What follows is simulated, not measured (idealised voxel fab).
Name of the process module below: voxel spacer lines
This is section cut - it's 195 nm across, gridded in 5 nm square cells.
Cross-section, as written here: a square-cell grid given band by band from the top down, where a band holds one or more rows of cells.
Top, bottom (nm), then materials left to right with widths (nm); lone material tagged "throughout" fills the whole band edge to edge; "empty" = empty space.
Heights from 0 (as-received wafer is one material below). Bottom band endless downward, as "z 0 and below".
It should be noted that a width expressed as "30..40" varies in equal increments from row to row of cells within the band, taking the value of the first number at the top row and that of the second number at the bottom row.
Any step labelled "remained unchanged" changed none of the cells in the cross-section.
Basically, "Enclosed voids" tells you about the enclosed voids: empty spaces with no open way to the top, 8 cells or bigger, each written width x height at distance, where distance is from the left edge, all in nm.
If you see something after the settings on a step's line, that's the simulator's own remark about that step.
The setting "overlay nm" may be written on the line of a step. When the step uses a mask, the value reports how far to the right of the planned place the mask lay, and a negative value reports that it lay to the left.
The planned process steps are enumerated hereunder
1,RECEIVE | material Si
2,CONFORMAL_DEP | material SiO2 | thk nm 10
3,DIRECTIONAL_DEP | material TiN | thk nm 15
4,DIRECTIONAL_DEP | material aC | thk nm 30
5,PATTERN | tone cover | mask id MANDREL | material resist | width nm 15 | pitch nm 70 | thk nm 35 | overlay nm 0
6,DIRECTIONAL_ETCH | etch materials aC | depth nm 30
7,STRIP | etch materials resist
8,CONFORMAL_DEP | material SiN | thk nm 15
9,DIRECTIONAL_ETCH | etch materials SiN | depth nm 15
10,STRIP | etch materials aC
11,DIRECTIONAL_ETCH | etch materials TiN | depth nm 15
12,STRIP | etch materials SiN
Keep in mind the plan's value for the width nm of step 5 comes from the first wafer; the wafers don't share that setting, but they do share the same starting point.
As-received state after step 1, first of several wafers, cross-section
- z 0 and below  Si throughout
- Enclosed voids: none
Table: wafers, a row each; end-of-module cell change per material since receipt, gain (+), loss (-); then closed voids
width nm 15 | +78 SiO2 | +54 TiN | Enclosed voids: none
width nm 20 | +78 SiO2 | +54 TiN | Enclosed voids: none
width nm 25 | +78 SiO2 | +54 TiN | Enclosed voids: none
